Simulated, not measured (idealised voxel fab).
Process module in this document: voxel transistor to metal
cross-section cut | 175 nm wide | cells 5 nm
This document writes a cross-section as a grid whose cells are square, and gives it as bands, listed from the top down; one or more rows of cells form a band. The entry gives the band's vertical extent as a top height and a bottom height in nm, then its horizontal make-up as materials from left to right, each with a width in nm. "empty" stands for empty space; a single material marked "everywhere" fills the band edge to edge. Below 0: as-received wafer, all one material; heights counted from there. Lowest band: no bottom, goes on down, written "from 0 down". When a width is written as two numbers, as in "30 to 40", the first number is the width in the top row of cells of the band and the second is the width in its bottom row, and the width changes by the same amount from each row to the next. Key: "nothing different" - step with no changed cell in the cross-section. "Trapped cavities" specifies each empty space that is not open to the top and that occupies no fewer than 8 cells, using the form width x height at distance, the distance measured from the left edge and all three quantities in nm. What comes after the settings on a step's line is commentary from the simulator itself on that step. "overlay nm", when on a step's line for a step with a mask, measures how far to the right of its planned place the mask lay; a negative measure means to the left.

These are the steps we planned for the process:
1: RECEIVE, material Si
2: CONFORMAL_DEP, material SiO2, thk nm 5
3: CONFORMAL_DEP, material SiN, thk nm 10
4: DIRECTIONAL_DEP, material aC, thk nm 15
5: PATTERN, tone cover, mask id ACTIVE, material resist, width nm 115, thk nm 35, overlay nm 0
6: DIRECTIONAL_ETCH, etch materials aC, depth nm 15
7: STRIP, etch materials resist
8: DIRECTIONAL_ETCH, etch materials SiN, depth nm 10
9: DIRECTIONAL_ETCH, etch materials SiO2, depth nm 5
10: DIRECTIONAL_ETCH, etch materials Si, depth nm 35
11: STRIP, etch materials aC
12: OXIDIZE, depth nm 5
13: FILL_DEP, material SiO2, thk nm 10
14: CMP, height nm 15
15: SELECTIVE_ETCH, etch materials SiO2, depth nm 5
16: STRIP, etch materials SiN
17: SELECTIVE_ETCH, etch materials SiO2, depth nm 5
18: OXIDIZE, depth nm 5
19: DIRECTIONAL_DEP, material polySi, thk nm 30
20: DIRECTIONAL_DEP, material SiCN, thk nm 10
21: DIRECTIONAL_DEP, material aC, thk nm 15
22: PATTERN, tone cover, mask id GATE, material resist, width nm 25, thk nm 30, overlay nm 0
23: DIRECTIONAL_ETCH, etch materials aC, depth nm 15
24: STRIP, etch materials resist
25: DIRECTIONAL_ETCH, etch materials SiCN, depth nm 20
26: DIRECTIONAL_ETCH, etch materials polySi, depth nm 40
27: STRIP, etch materials aC
28: CONFORMAL_DEP, material SiN, thk nm 10
29: DIRECTIONAL_ETCH, etch materials SiN, depth nm 10
30: DIRECTIONAL_ETCH, etch materials SiO2, depth nm 5
31: DIRECTIONAL_ETCH, etch materials Si, depth nm 5
32: EPI, material pSi, thk nm 5
33: FILL_DEP, material SiO2, thk nm 5
34: CMP, height nm 30
35: STRIP, etch materials polySi
36: SELECTIVE_ETCH, etch materials SiO2, depth nm 5
37: CONFORMAL_DEP, material HfO2, thk nm 5
38: CONFORMAL_DEP, material TiN, thk nm 5
39: FILL_DEP, material W, thk nm 10
40: CMP, height nm 25
41: DIRECTIONAL_DEP, material SiO2, thk nm 15
42: DIRECTIONAL_DEP, material aC, thk nm 15
43: PATTERN, tone open, mask id CONTACT, material resist, width nm 15, pitch nm 80, thk nm 35, overlay nm 0
44: DIRECTIONAL_ETCH, etch materials aC, depth nm 15
45: STRIP, etch materials resist
46: DIRECTIONAL_ETCH, etch materials SiO2, depth nm 45
47: STRIP, etch materials aC
48: CONFORMAL_DEP, material TiN, thk nm 5
49: FILL_DEP, material Ru, thk nm 10
50: CMP, height nm 40
51: DIRECTIONAL_DEP, material TiN, thk nm 5
52: DIRECTIONAL_DEP, material W, thk nm 15
53: MASKED_ETCH, tone cover, mask id METAL_1, width nm 15, pitch nm 80, etch materials W, depth nm 15, overlay nm 0
54: MASKED_ETCH, tone cover, mask id METAL_1, width nm 15, pitch nm 80, etch materials TiN, depth nm 5, overlay nm 0
55: CONFORMAL_DEP, material SiN, thk nm 5
56: FILL_DEP, material SiO2, thk nm 10
57: CMP, height nm 60
58: CONFORMAL_DEP, material SiCN, thk nm 5
Wafer-to-wafer difference: width nm, step 43. Common start. Plan = first wafer's value.

As-received state after step 1, first of several wafers, cross-section:
  from 0 down  Si everywhere
  Trapped cavities: none

Here is how to read the rows: every wafer has a row, and it shows the wafer at the end of the module, giving for each material how many cells were gained (+) or lost (-) since the wafer was received, then listing its closed voids:
width nm 15; +17 HfO2; +16 Ru; -145 Si; +35 SiCN; +65 SiN; +376 SiO2; +55 TiN; +22 W; +14 pSi; Trapped cavities: none
width nm 20; +17 HfO2; +32 Ru; -145 Si; +35 SiCN; +65 SiN; +358 SiO2; +57 TiN; +22 W; +14 pSi; Trapped cavities: none
width nm 25; +17 HfO2; +48 Ru; -145 Si; +35 SiCN; +65 SiN; +340 SiO2; +59 TiN; +22 W; +14 pSi; Trapped cavities: none
width nm 30; +17 HfO2; +61 Ru; -145 Si; +35 SiCN; +65 SiN; +325 SiO2; +61 TiN; +22 W; +14 pSi; Trapped cavities: none
